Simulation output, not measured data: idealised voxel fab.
Documented hereafter: the process module known as voxel released beams.
The figure presents cross-section cut, which has a width of 275 nm and is divided into square cells with an edge length of 5 nm.
A cross-section in this document is a grid of square cells, and it is written down as bands, the top band listed before the ones below it; a band is made up of one or more rows of cells.
A band entry consists of two parts. The first gives the height of the band's top and the height of its bottom, in nm. The rest lists the band's materials from left to right, each with its width in nm. A single material labelled with the word "throughout" fills the band from edge to edge, and the word "empty" marks empty space.
Heads up on the height convention: 0 is the point under which the incoming wafer is all one material, and the lowest band has no bottom, it just keeps going down, like "0 and below".
Read "30..40" as a graded width: first number on top, second number at the bottom, same change between each pair of neighbouring rows.
The designation "nothing got changed", where it is given for a processing step, indicates that no cell of the cross-section was altered in the course of that step.
Heads up: "Non-vented voids" only lists the empty pockets with no open path to the top that are 8 cells or more, and it writes them as width x height at distance, distance from the left edge, in nm.
Whatever follows a step's settings on its line is a remark the simulator itself makes about that step.
overlay nm, on a step with a mask: how far to the right of its planned place the mask lay; to the left if negative

-- So here's the lineup of process steps we planned
step 1: RECEIVE with material Si
step 2: CONFORMAL_DEP with material Al2O3, thk nm 5
step 3: DIRECTIONAL_DEP with material SiO2, thk nm 10
step 4: DIRECTIONAL_DEP with material aC, thk nm 15
step 5: PATTERN with tone open, mask id ANCHOR, material resist, width nm 45, thk nm 35, overlay nm 0
step 6: DIRECTIONAL_ETCH with etch materials aC, depth nm 15
step 7: STRIP with etch materials resist
step 8: DIRECTIONAL_ETCH with etch materials SiO2, depth nm 10
step 9: STRIP with etch materials aC
step 10: CONFORMAL_DEP with material polySi, thk nm 15
step 11: PATTERN with tone cover, mask id BEAM, material resist, width nm 95, thk nm 20, overlay nm 0
step 12: DIRECTIONAL_ETCH with etch materials polySi, depth nm 15
step 13: STRIP with etch materials resist
step 14: STRIP with etch materials SiO2

-- As-received wafer cross-section (after step 1)
* 0 and below = Si throughout
* Non-vented voids: none

-- Run as planned - first of the two wafers cross-sectioned at the end of the module
* 30 down to 20 = empty 85 nm, then polySi 20 nm, then empty 15 nm, then polySi 60 nm, then empty 95 nm
* 20 down to 15 = empty 85 nm, then polySi 95 nm, then empty 95 nm
* 15 down to 5 = empty 90 nm, then polySi 45 nm, then empty 140 nm
* 5 down to 0 = Al2O3 throughout
* 0 and below = Si throughout
* Non-vented voids: none

-- Second wafer cross-section at end of module - shared start and plan with the first, one mistake in the run
* 30 down to 20 = empty 85 nm, then polySi 65 nm, then empty 125 nm
* 20 down to 15 = empty 85 nm, then polySi 95 nm, then empty 95 nm
* 15 down to 5 = empty 75 nm, then polySi 15 nm, then SiO2 45 nm, then polySi 45 nm, then empty 95 nm
* 5 down to 0 = Al2O3 throughout
* 0 and below = Si throughout
* Non-vented voids: none
What broke from the plan during processing? step 5 off recipe, ran as PATTERN with tone cover, mask id ANCHOR, material resist, width nm 45, thk nm 35, overlay nm 0
Once processing is complete, comparing cell counts shows that the second wafer has more or fewer of certain materials than the first: SiO2: 18 more
